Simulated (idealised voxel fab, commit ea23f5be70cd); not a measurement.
process module | voxel released beams
cross-section cut | 180 nm wide | cells 5 nm
A cross-section is a grid of square cells, given in bands from the top down. A band is one or more rows of cells.
Each band's line starts with the height of the band's top and of its bottom, in nm. Then come its materials from left to right, each with its width in nm. One material with "throughout" fills the band from edge to edge. "air" is empty space.
Height 0 is the level under which the wafer as received is all one material. The lowest band goes on downwards, as in "0 down".
A width such as "30 to 40" changes by the same amount from each row of cells to the next, from the band's top row to its bottom row.
"no change" after a step means that no cell of the cross-section changed.
closed voids: empty space of 8 cells or more with no open way to the top, each as width x height at its distance from the left edge, in nm
after a step's settings: what the simulator itself notes on the step
overlay nm, on a step with a mask: how far to the right of its planned place the mask lay; to the left if negative
plan
1 op RECEIVE | material Si
2 op CONFORMAL_DEP | material Al2O3 | thk nm 5
3 op DIRECTIONAL_DEP | material SiO2 | thk nm 15
4 op DIRECTIONAL_DEP | material aC | thk nm 15
5 op PATTERN | tone open | mask id ANCHOR | material resist | width nm 30 | thk nm 35 | overlay nm 0
6 op DIRECTIONAL_ETCH | etch materials aC | depth nm 15
7 op STRIP | etch materials resist
8 op DIRECTIONAL_ETCH | etch materials SiO2 | depth nm 15
9 op STRIP | etch materials aC
10 op CONFORMAL_DEP | material polySi | thk nm 10
11 op MASKED_ETCH | tone cover | mask id BEAM | width nm 80 | etch materials polySi | depth nm 10 | overlay nm 0
12 op STRIP | etch materials SiO2
as received, after step 1
  0 down: Si throughout
  closed voids: none
a wafer at the end: this start, this plan, one mistake
  20 to 5: air 50 | polySi 10 | air 10 | polySi 10 | air 100
  5 to 0: Al2O3 throughout
  0 down: Si throughout
  closed voids: none
what went wrong: step 11 ran as: op MASKED_ETCH | tone open | mask id BEAM | width nm 80 | etch materials polySi | depth nm 10 | overlay nm 0
